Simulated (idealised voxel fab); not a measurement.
The following is a process module called voxel wiring stack.
Shown is cross-section cut, with a width of 170 nm and square cells of size 5 nm.
Just so we're on the same page, the cross-sections are grids of square cells, and they're listed out in bands top to bottom, each band one or more rows deep. Top, bottom (nm), then materials left to right with widths (nm); lone material tagged "full width" fills the whole band edge to edge; "air" = empty space. Heights are expressed relative to 0, this being the level below which the as-received wafer comprises one material exclusively. The lowest band is unbounded in the downward direction and is denoted as in "z 0 and below". Graded width ("30->40"): value in top row of band = first number; value in bottom row = second number; row-to-row change constant. For the purposes of this document, the phrase "nothing was modified" attached to a step denotes that no cell within the cross-section was modified by that step. Any empty space of 8 cells or more lacking an open way to the top shows up in "Fully sealed voids" as width x height at distance, distance from the left edge, in nm. If you see something after the settings on a step's line, that's the simulator's own remark about that step. Regarding "overlay nm": on a step with a mask, it is the distance the mask lay to the right of its planned place; a negative value places it to the left.

### Here's what the planned process steps look like
| 1 | RECEIVE (material Si) |
| 2 | CONFORMAL_DEP (material SiO2; thk nm 15) |
| 3 | CONFORMAL_DEP (material SiCN; thk nm 5) |
| 4 | DIRECTIONAL_DEP (material lowk; thk nm 25) |
| 5 | MASKED_ETCH (tone open; mask id METAL_1; width nm 25; pitch nm 55; etch materials lowk; depth nm 25; overlay nm 0) |
| 6 | MASKED_ETCH (tone open; mask id METAL_1; width nm 25; pitch nm 55; etch materials SiCN; depth nm 5; overlay nm 0) |
| 7 | CONFORMAL_DEP (material TiN; thk nm 5) |
| 8 | FILL_DEP (material Ru; thk nm 10) |
| 9 | CMP (height nm 45) |
| 10 | CONFORMAL_DEP (material SiCN; thk nm 5) |
| 11 | DIRECTIONAL_DEP (material SiO2; thk nm 35) |
| 12 | PATTERN (tone open; mask id METAL_2_HOLES; material resist; width nm 15; pitch nm 55; thk nm 15; overlay nm 0) |
| 13 | DIRECTIONAL_ETCH (etch materials SiO2; depth nm 35) |
| 14 | STRIP (etch materials resist) |
| 15 | DIRECTIONAL_DEP (material aC; thk nm 10) |
| 16 | PATTERN (tone open; mask id METAL_2; material resist; width nm 25; pitch nm 55; thk nm 30; overlay nm 0) |
| 17 | DIRECTIONAL_ETCH (etch materials aC; depth nm 10) |
| 18 | STRIP (etch materials resist) |
| 19 | DIRECTIONAL_ETCH (etch materials SiO2; depth nm 20) |
| 20 | DIRECTIONAL_ETCH (etch materials SiCN; depth nm 5) |
| 21 | STRIP (etch materials aC) |
| 22 | CONFORMAL_DEP (material TiN; thk nm 5) |
| 23 | FILL_DEP (material Cu; thk nm 5) |
| 24 | CMP (height nm 85) |
| 25 | CONFORMAL_DEP (material SiCN; thk nm 5) |

### Shown in cross-section is the wafer as received, that is, as it stands after step 1
- z 0 and below  Si full width
- Fully sealed voids: none

### Run as planned - first of the two wafers cross-sectioned at the end of the module
- z 90 to 85  SiCN full width
- z 85 to 70  SiO2=15  TiN=5  Cu=15  TiN=5  SiO2=30  TiN=5  Cu=15  TiN=5  SiO2=30  TiN=5  Cu=15  TiN=5  SiO2=20
- z 70 to 65  SiO2=15  TiN=5  Cu=5  TiN=15  SiO2=30  TiN=5  Cu=5  TiN=15  SiO2=30  TiN=5  Cu=5  TiN=15  SiO2=20
- z 65 to 50  SiO2=15  TiN=5  Cu=5  TiN=5  SiO2=40  TiN=5  Cu=5  TiN=5  SiO2=40  TiN=5  Cu=5  TiN=5  SiO2=30
- z 50 to 45  SiCN=15  TiN=15  SiCN=40  TiN=15  SiCN=40  TiN=15  SiCN=30
- z 45 to 20  lowk=15  TiN=5  Ru=15  TiN=5  lowk=30  TiN=5  Ru=15  TiN=5  lowk=30  TiN=5  Ru=15  TiN=5  lowk=20
- z 20 to 15  SiCN=15  TiN=25  SiCN=30  TiN=25  SiCN=30  TiN=25  SiCN=20
- z 15 to 0  SiO2 full width
- z 0 and below  Si full width
- Fully sealed voids: none

### Cross-sectional image of the second wafer of the two following completion of the module. Starting state and process plan were the same as for the first wafer; one execution error occurred
- z 90 to 85  SiCN full width
- z 85 to 70  SiO2=15  TiN=5  Cu=15  TiN=5  SiO2=30  TiN=5  Cu=15  TiN=5  SiO2=30  TiN=5  Cu=15  TiN=5  SiO2=20
- z 70 to 65  SiO2=15  TiN=5  Cu=5  TiN=15  SiO2=30  TiN=5  Cu=5  TiN=15  SiO2=30  TiN=5  Cu=5  TiN=15  SiO2=20
- z 65 to 50  SiO2=15  TiN=5  Cu=5  TiN=5  SiO2=40  TiN=5  Cu=5  TiN=5  SiO2=40  TiN=5  Cu=5  TiN=5  SiO2=30
- z 50 to 45  SiCN=15  TiN=15  SiCN=40  TiN=15  SiCN=40  TiN=15  SiCN=30
- z 45 to 20  lowk=15  TiN=5  Ru=15  TiN=5  lowk=30  TiN=5  Ru=15  TiN=5  lowk=30  TiN=5  Ru=15  TiN=5  lowk=20
- z 20 to 15  SiCN=15  TiN=25  SiCN=30  TiN=25  SiCN=30  TiN=25  SiCN=20
- z 15 to 0  SiCN full width
- z 0 and below  Si full width
- Fully sealed voids: none
Where did the run depart from the plan? step 2 was run on a setting that differed from the plan, and what really ran there is CONFORMAL_DEP (material SiCN; thk nm 15)
End of process, cell counts, second wafer against first, materials with more or fewer: SiCN: 102 more, SiO2: 102 fewer
